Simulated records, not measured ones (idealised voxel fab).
process module | voxel gate over fins
cross-section cut | 295 nm wide | cells 5 nm
A cross-section is a grid of square cells, given in bands from the top down. A band is one or more rows of cells.
Each band's line starts with the height of the band's top and of its bottom, in nm. Then come its materials from left to right, each with its width in nm. One material with "throughout" fills the band from edge to edge. "air" is empty space.
Height 0 is the level under which the wafer as received is all one material. The lowest band goes on downwards, as in "0 down".
A width such as "30 to 40" changes by the same amount from each row of cells to the next, from the band's top row to its bottom row.
"no change" after a step means that no cell of the cross-section changed.
closed voids: empty space of 8 cells or more with no open way to the top, each as width x height at its distance from the left edge, in nm
after a step's settings: what the simulator itself notes on the step
overlay nm, on a step with a mask: how far to the right of its planned place the mask lay; to the left if negative
plan
1 op RECEIVE | material Si
2 op CONFORMAL_DEP | material SiN | thk nm 10
3 op DIRECTIONAL_DEP | material aC | thk nm 15
4 op PATTERN | tone cover | mask id FINS | material resist | width nm 15 | pitch nm 35 | thk nm 35 | overlay nm 0
5 op DIRECTIONAL_ETCH | etch materials aC | depth nm 15
6 op STRIP | etch materials resist
7 op DIRECTIONAL_ETCH | etch materials SiN | depth nm 10
8 op DIRECTIONAL_ETCH | etch materials Si | depth nm 40
9 op STRIP | etch materials aC
10 op FILL_DEP | material SiO2 | thk nm 10
11 op CMP | height nm 10
12 op SELECTIVE_ETCH | etch materials SiO2 | depth nm 20
13 op STRIP | etch materials SiN
14 op CONFORMAL_DEP | material HfO2 | thk nm 5
15 op CONFORMAL_DEP | material TiN | thk nm 5
16 op CONFORMAL_DEP | material TiAl | thk nm 5
17 op CONFORMAL_DEP | material TiN | thk nm 5
18 op FILL_DEP | material W | thk nm 15
19 op CMP | height nm 30
20 op CONFORMAL_DEP | material SiCN | thk nm 5
as received, after step 1
  0 down: Si throughout
  closed voids: none
first wafer at the end, as planned
  35 to 30: SiCN throughout
  30 to 20: W throughout
  20 to 15: W 100 | TiN 90 | W 105
  15 to 10: W 100 | TiN 5 | TiAl 80 | TiN 5 | W 105
  10 to 5: TiN 105 | TiAl 5 | TiN 70 | TiAl 5 | TiN 110
  5 to 0: TiAl 110 | TiN 5 | HfO2 25 | TiN 10 | HfO2 25 | TiN 5 | TiAl 115
  0 to -5: TiN 115 | HfO2 5 | Si 15 | HfO2 5 | TiN 10 | HfO2 5 | Si 15 | HfO2 5 | TiN 120
  -5 to -10: HfO2 120 | Si 15 | HfO2 20 | Si 15 | HfO2 125
  -10 to -40: SiO2 120 | Si 15 | SiO2 20 | Si 15 | SiO2 125
  -40 down: Si throughout
  closed voids: none
second wafer at the end: like start, like plan, one mistake
  35 to 30: SiCN throughout
  30 to 20: W throughout
  20 to 15: W 100 | TiN 90 | W 105
  15 to 10: W 100 | TiN 5 | TiAl 80 | TiN 5 | W 105
  10 to 5: TiN 105 | TiAl 5 | TiN 70 | TiAl 5 | TiN 110
  5 to 0: TiAl 110 | TiN 5 | HfO2 25 | TiN 10 | HfO2 25 | TiN 5 | TiAl 115
  0 to -5: TiN 115 | HfO2 5 | Si 15 | HfO2 5 | TiN 10 | HfO2 5 | Si 15 | HfO2 5 | TiN 120
  -5 to -10: HfO2 105 | TiN 10 | HfO2 5 | Si 15 | HfO2 5 | TiN 10 | HfO2 5 | Si 15 | HfO2 5 | TiN 10 | HfO2 110
  -10 to -15: SiO2 100 | HfO2 5 | TiN 10 | HfO2 5 | Si 15 | HfO2 5 | TiN 10 | HfO2 5 | Si 15 | HfO2 5 | TiN 10 | HfO2 5 | SiO2 105
  -15 to -20: SiO2 100 | HfO2 20 | Si 15 | HfO2 20 | Si 15 | HfO2 20 | SiO2 105
  -20 to -40: SiO2 120 | Si 15 | SiO2 20 | Si 15 | SiO2 125
  -40 down: Si throughout
  closed voids: none
what went wrong: steps 12 and 13 were swapped
at the end the second wafer has, in cells: 12 more of HfO2 | 24 fewer of SiO2 | 12 more of TiN
